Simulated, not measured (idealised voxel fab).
Process module under the name voxel air gaps
The cross-section shown here is cut; it is 245 nm wide and divided into square cells measuring 5 nm on a side.
Heads up, the way a cross-section reads in here is a grid of square cells, handed over as bands from the top down, with every band being one or more rows of cells.
Quick guide to a band line: top height, bottom height (nm) up front; then every material left to right with its width in nm. Only one material and it's marked "full width"? Then it fills the band edge to edge. And "air" just means empty space.
We count height from 0. Below that, the starting wafer is all one material. The lowest band never ends at the bottom but goes on down; see "0 nm and below" for how that is written.
You'd read "30..40" like this: the band's top row of cells is as wide as the first number, its bottom row is as wide as the second, and going down, every row changes width by the same amount as the row before did.
"identical to before" after a step means that no cell of the cross-section changed.
Voids not open to the top, 8 cells minimum: see "Unvented voids". Written width x height at distance; distance is from the left edge; nm.
If you see something after the settings on a step's line, that's the simulator's own remark about that step.
overlay nm: where the mask lay relative to plan, measured to the right, on steps with a mask; negatives go left.

[plan]
step 1: RECEIVE with material Si
step 2: CONFORMAL_DEP with material SiO2, thk nm 10
step 3: CONFORMAL_DEP with material SiN, thk nm 5
step 4: DIRECTIONAL_DEP with material lowk, thk nm 40
step 5: DIRECTIONAL_DEP with material aC, thk nm 10
step 6: PATTERN with tone open, mask id LINES, material resist, width nm 25, pitch nm 50, thk nm 30, overlay nm 0
step 7: DIRECTIONAL_ETCH with etch materials aC, depth nm 10
step 8: STRIP with etch materials resist
step 9: DIRECTIONAL_ETCH with etch materials lowk, depth nm 40
step 10: STRIP with etch materials aC
step 11: CONFORMAL_DEP with material TiN, thk nm 5
step 12: FILL_DEP with material Ru, thk nm 5
step 13: CMP with height nm 55
step 14: EPI with material Ru, thk nm 10
step 15: SELECTIVE_ETCH with etch materials lowk, depth nm 50
step 16: CONFORMAL_DEP with material SiN, thk nm 5

[Below: the first of two wafers, run as planned]

[Cross-sectional view of the wafer in its as-received condition, corresponding to the state after step 1]
> 0 nm and below  Si full width
> Unvented voids: none

[Cross-section of the wafer after step 2]
> 10 nm to 0 nm  SiO2 full width
> At heights below 0, the structure remains unaltered.

[Cross-section of the wafer after step 3]
> 15 nm to 10 nm  SiN full width
> At heights below 10, the structure remains unaltered.

[Cross-section of the wafer after step 4]
> 55 nm to 15 nm  lowk full width
> At heights below 15, the structure remains unaltered.

[Cross-section of the wafer after step 5]
> 65 nm to 55 nm  aC full width
> At heights below 55, the structure remains unaltered.

[Cross-section of the wafer after step 6]
> 95 nm to 65 nm  60 of resist | 25 of air | 25 of resist | 25 of air | 25 of resist | 25 of air | 60 of resist
> At heights below 65, the structure remains unaltered.

[Cross-section of the wafer after step 7]
> 85 nm to 65 nm  60 of resist | 25 of air | 25 of resist | 25 of air | 25 of resist | 25 of air | 60 of resist
> 65 nm to 55 nm  60 of aC | 25 of air | 25 of aC | 25 of air | 25 of aC | 25 of air | 60 of aC
> At heights below 55, the structure remains unaltered.

[Cross-section of the wafer after step 8]
> 65 nm to 55 nm  60 of aC | 25 of air | 25 of aC | 25 of air | 25 of aC | 25 of air | 60 of aC
> At heights below 55, the structure remains unaltered.

[Cross-section of the wafer after step 9]
> 65 nm to 55 nm  60 of aC | 25 of air | 25 of aC | 25 of air | 25 of aC | 25 of air | 60 of aC
> 55 nm to 15 nm  60 of lowk | 25 of air | 25 of lowk | 25 of air | 25 of lowk | 25 of air | 60 of lowk
> At heights below 15, the structure remains unaltered.

[Cross-section of the wafer after step 10]
> 55 nm to 15 nm  60 of lowk | 25 of air | 25 of lowk | 25 of air | 25 of lowk | 25 of air | 60 of lowk
> At heights below 15, the structure remains unaltered.

[Cross-section of the wafer after step 11]
> 60 nm to 55 nm  65 of TiN | 15 of air | 35 of TiN | 15 of air | 35 of TiN | 15 of air | 65 of TiN
> 55 nm to 20 nm  60 of lowk | 5 of TiN | 15 of air | 5 of TiN | 25 of lowk | 5 of TiN | 15 of air | 5 of TiN | 25 of lowk | 5 of TiN | 15 of air | 5 of TiN | 60 of lowk
> 20 nm to 15 nm  60 of lowk | 25 of TiN | 25 of lowk | 25 of TiN | 25 of lowk | 25 of TiN | 60 of lowk
> At heights below 15, the structure remains unaltered.

[Cross-section of the wafer after step 12]
> 65 nm to 60 nm  Ru full width
> 60 nm to 55 nm  65 of TiN | 15 of Ru | 35 of TiN | 15 of Ru | 35 of TiN | 15 of Ru | 65 of TiN
> 55 nm to 20 nm  60 of lowk | 5 of TiN | 15 of Ru | 5 of TiN | 25 of lowk | 5 of TiN | 15 of Ru | 5 of TiN | 25 of lowk | 5 of TiN | 15 of Ru | 5 of TiN | 60 of lowk
> At heights below 20, the structure remains unaltered.

[Cross-section of the wafer after step 13]
> 55 nm to 20 nm  60 of lowk | 5 of TiN | 15 of Ru | 5 of TiN | 25 of lowk | 5 of TiN | 15 of Ru | 5 of TiN | 25 of lowk | 5 of TiN | 15 of Ru | 5 of TiN | 60 of lowk
> At heights below 20, the structure remains unaltered.

[Cross-section of the wafer after step 14]
> 65 nm to 55 nm  50 of air | 45 of Ru | 5 of air | 45 of Ru | 5 of air | 45 of Ru | 50 of air
> At heights below 55, the structure remains unaltered.

[Cross-section of the wafer after step 15]
> 65 nm to 55 nm  50 of air | 45 of Ru | 5 of air | 45 of Ru | 5 of air | 45 of Ru | 50 of air
> 55 nm to 20 nm  60 of air | 5 of TiN | 15 of Ru | 5 of TiN | 25 of air | 5 of TiN | 15 of Ru | 5 of TiN | 25 of air | 5 of TiN | 15 of Ru | 5 of TiN | 60 of air
> 20 nm to 15 nm  60 of air | 25 of TiN | 25 of air | 25 of TiN | 25 of air | 25 of TiN | 60 of air
> At heights below 15, the structure remains unaltered.

[Cross-section of the wafer after step 16]
> 70 nm to 65 nm  45 of air | 155 of SiN | 45 of air
> 65 nm to 55 nm  45 of air | 5 of SiN | 45 of Ru | 5 of SiN | 45 of Ru | 5 of SiN | 45 of Ru | 5 of SiN | 45 of air
> 55 nm to 50 nm  45 of air | 15 of SiN | 5 of TiN | 15 of Ru | 5 of TiN | 25 of SiN | 5 of TiN | 15 of Ru | 5 of TiN | 25 of SiN | 5 of TiN | 15 of Ru | 5 of TiN | 15 of SiN | 45 of air
> 50 nm to 20 nm  55 of air | 5 of SiN | 5 of TiN | 15 of Ru | 5 of TiN | 5 of SiN | 15 of air | 5 of SiN | 5 of TiN | 15 of Ru | 5 of TiN | 5 of SiN | 15 of air | 5 of SiN | 5 of TiN | 15 of Ru | 5 of TiN | 5 of SiN | 55 of air
> 20 nm to 15 nm  60 of SiN | 25 of TiN | 25 of SiN | 25 of TiN | 25 of SiN | 25 of TiN | 60 of SiN
> At heights below 15, the structure remains unaltered.
> Unvented voids: 15 x 30 at 90; 15 x 30 at 140

[Second wafer - shared start and plan with the first - one error in running - same as the first up to step 2 inclusive]

[Look at the second wafer in cross-section at the time step 3 ought to have finished]
> 50 nm to 10 nm  lowk full width
> At heights below 10, the structure remains unaltered.

[Look at the second wafer in cross-section at the time step 4 ought to have finished]
> 55 nm to 50 nm  SiN full width
> At heights below 50, the structure remains unaltered.

[Look at the second wafer in cross-section at the time step 5 ought to have finished]
> 65 nm to 55 nm  aC full width
> At heights below 55, the structure remains unaltered.

[Look at the second wafer in cross-section at the time step 6 ought to have finished]
> 95 nm to 65 nm  60 of resist | 25 of air | 25 of resist | 25 of air | 25 of resist | 25 of air | 60 of resist
> At heights below 65, the structure remains unaltered.

[Look at the second wafer in cross-section at the time step 7 ought to have finished]
> 85 nm to 65 nm  60 of resist | 25 of air | 25 of resist | 25 of air | 25 of resist | 25 of air | 60 of resist
> 65 nm to 55 nm  60 of aC | 25 of air | 25 of aC | 25 of air | 25 of aC | 25 of air | 60 of aC
> At heights below 55, the structure remains unaltered.

[Look at the second wafer in cross-section at the time step 8 ought to have finished]
> 65 nm to 55 nm  60 of aC | 25 of air | 25 of aC | 25 of air | 25 of aC | 25 of air | 60 of aC
> At heights below 55, the structure remains unaltered.

Look at the second wafer in cross-section at the time step 9 ought to have finished: identical to before

[Look at the second wafer in cross-section at the time step 10 ought to have finished]
> 55 nm to 50 nm  SiN full width
> At heights below 50, the structure remains unaltered.

[Look at the second wafer in cross-section at the time step 11 ought to have finished]
> 60 nm to 55 nm  TiN full width
> At heights below 55, the structure remains unaltered.

[Look at the second wafer in cross-section at the time step 12 ought to have finished]
> 65 nm to 60 nm  Ru full width
> At heights below 60, the structure remains unaltered.

[Look at the second wafer in cross-section at the time step 13 ought to have finished]
> 55 nm to 50 nm  SiN full width
> At heights below 50, the structure remains unaltered.

Look at the second wafer in cross-section at the time step 14 ought to have finished: identical to before

Look at the second wafer in cross-section at the time step 15 ought to have finished: identical to before

[Look at the second wafer in cross-section at the time step 16 ought to have finished]
> 60 nm to 50 nm  SiN full width
> At heights below 50, the structure remains unaltered.
Misprocessing identified: contrary to the plan, steps 3 and 4 were processed in exchanged order
Final wafer comparison in cells, second versus first, more or fewer per material: Ru -117; SiN -76; TiN -57; lowk +392
Heads up: the first wafer ends with 2 closed voids, the second with 0.
